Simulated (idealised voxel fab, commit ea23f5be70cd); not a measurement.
Process module under the name voxel trench capacitor
Shown is cross-section cut, with a width of 260 nm and square cells of size 5 nm.
This document writes a cross-section as a grid whose cells are square, and gives it as bands, listed from the top down; one or more rows of cells form a band.
Quick guide to a band line: top height, bottom height (nm) up front; then every material left to right with its width in nm. Only one material and it's marked "everywhere"? Then it fills the band edge to edge. And "blank" just means empty space.
All heights in this document are referenced to 0, defined as the level beneath which the wafer, as received, consists entirely of one material. The lowest band is not bounded below; it extends indefinitely downward and is written in the form "z 0 and below".
Read "30->40" as a graded width: first number on top, second number at the bottom, same change between each pair of neighbouring rows.
Key: "remained unchanged" - step with no changed cell in the cross-section.
The list in "Sealed cavities" covers empty spaces of 8 cells or more that cannot reach the top through any open way, and it gives each as width x height at distance; the distance is from the left edge, and width, height and distance are in nm.
Past the settings on a step's line: simulator remark, on that step.
overlay nm: mask right of planned place by this much (step with mask). Neg. = left.
Planned step list for the process:
1,RECEIVE with material Si
2,CONFORMAL_DEP with material SiN, thk nm 5
3,MASKED_ETCH with tone open, mask id TRENCH, width nm 25, pitch nm 50, etch materials SiN, depth nm 5, overlay nm 0
4,MASKED_ETCH with tone open, mask id TRENCH, width nm 25, pitch nm 50, etch materials Si, depth nm 30, overlay nm 0
5,CONFORMAL_DEP with material SiO2, thk nm 5
6,FILL_DEP with material polySi, thk nm 10
7,CMP with height nm 5
The first of two wafers, run as planned:
Shown in cross-section is the wafer as received, that is, as it stands after step 1:
> z 0 and below = Si everywhere
> Sealed cavities: none
After step 2, in cross-section:
> z 5 to 0 = SiN everywhere
> No changes below 0.
After step 3, in cross-section:
> z 5 to 0 = SiN (90), blank (25), SiN (25), blank (25), SiN (95)
> No changes below 0.
After step 4, in cross-section:
> z 5 to 0 = SiN (90), blank (25), SiN (25), blank (25), SiN (95)
> z 0 to -30 = Si (90), blank (25), Si (25), blank (25), Si (95)
> No changes below -30.
After step 5, in cross-section:
> z 10 to 5 = SiO2 (95), blank (15), SiO2 (35), blank (15), SiO2 (100)
> z 5 to 0 = SiN (90), SiO2 (5), blank (15), SiO2 (5), SiN (25), SiO2 (5), blank (15), SiO2 (5), SiN (95)
> z 0 to -25 = Si (90), SiO2 (5), blank (15), SiO2 (5), Si (25), SiO2 (5), blank (15), SiO2 (5), Si (95)
> z -25 to -30 = Si (90), SiO2 (25), Si (25), SiO2 (25), Si (95)
> No changes below -30.
After step 6, in cross-section:
> z 20 to 10 = polySi everywhere
> z 10 to 5 = SiO2 (95), polySi (15), SiO2 (35), polySi (15), SiO2 (100)
> z 5 to 0 = SiN (90), SiO2 (5), polySi (15), SiO2 (5), SiN (25), SiO2 (5), polySi (15), SiO2 (5), SiN (95)
> z 0 to -25 = Si (90), SiO2 (5), polySi (15), SiO2 (5), Si (25), SiO2 (5), polySi (15), SiO2 (5), Si (95)
> No changes below -25.
After step 7, in cross-section:
> z 5 to 0 = SiN (90), SiO2 (5), polySi (15), SiO2 (5), SiN (25), SiO2 (5), polySi (15), SiO2 (5), SiN (95)
> No changes below 0.
It is to be noted that the second wafer proceeded from the same initial state and according to the same plan as the first, although one mistake was committed in its execution; through step 3, inclusive, the two wafers share an identical history:
Second wafer: cross-section at the scheduled end of step 4:
> z 5 to 0 = SiN (90), blank (25), SiN (25), blank (25), SiN (95)
> z 0 to -40 = Si (90), blank (25), Si (25), blank (25), Si (95)
> No changes below -40.
Second wafer: cross-section at the scheduled end of step 5:
> z 10 to 5 = SiO2 (95), blank (15), SiO2 (35), blank (15), SiO2 (100)
> z 5 to 0 = SiN (90), SiO2 (5), blank (15), SiO2 (5), SiN (25), SiO2 (5), blank (15), SiO2 (5), SiN (95)
> z 0 to -35 = Si (90), SiO2 (5), blank (15), SiO2 (5), Si (25), SiO2 (5), blank (15), SiO2 (5), Si (95)
> z -35 to -40 = Si (90), SiO2 (25), Si (25), SiO2 (25), Si (95)
> No changes below -40.
Second wafer: cross-section at the scheduled end of step 6:
> z 20 to 10 = polySi everywhere
> z 10 to 5 = SiO2 (95), polySi (15), SiO2 (35), polySi (15), SiO2 (100)
> z 5 to 0 = SiN (90), SiO2 (5), polySi (15), SiO2 (5), SiN (25), SiO2 (5), polySi (15), SiO2 (5), SiN (95)
> z 0 to -35 = Si (90), SiO2 (5), polySi (15), SiO2 (5), Si (25), SiO2 (5), polySi (15), SiO2 (5), Si (95)
> No changes below -35.
Second wafer: cross-section at the scheduled end of step 7:
> z 5 to 0 = SiN (90), SiO2 (5), polySi (15), SiO2 (5), SiN (25), SiO2 (5), polySi (15), SiO2 (5), SiN (95)
> No changes below 0.
The mistake made against the process plan was this: not per plan at step 4, really ran MASKED_ETCH with tone open, mask id TRENCH, width nm 25, pitch nm 50, etch materials Si, depth nm 40, overlay nm 0
Heads up, by the end the second wafer has more or fewer cells of some materials compared to the first: -20 Si; +8 SiO2; +12 polySi
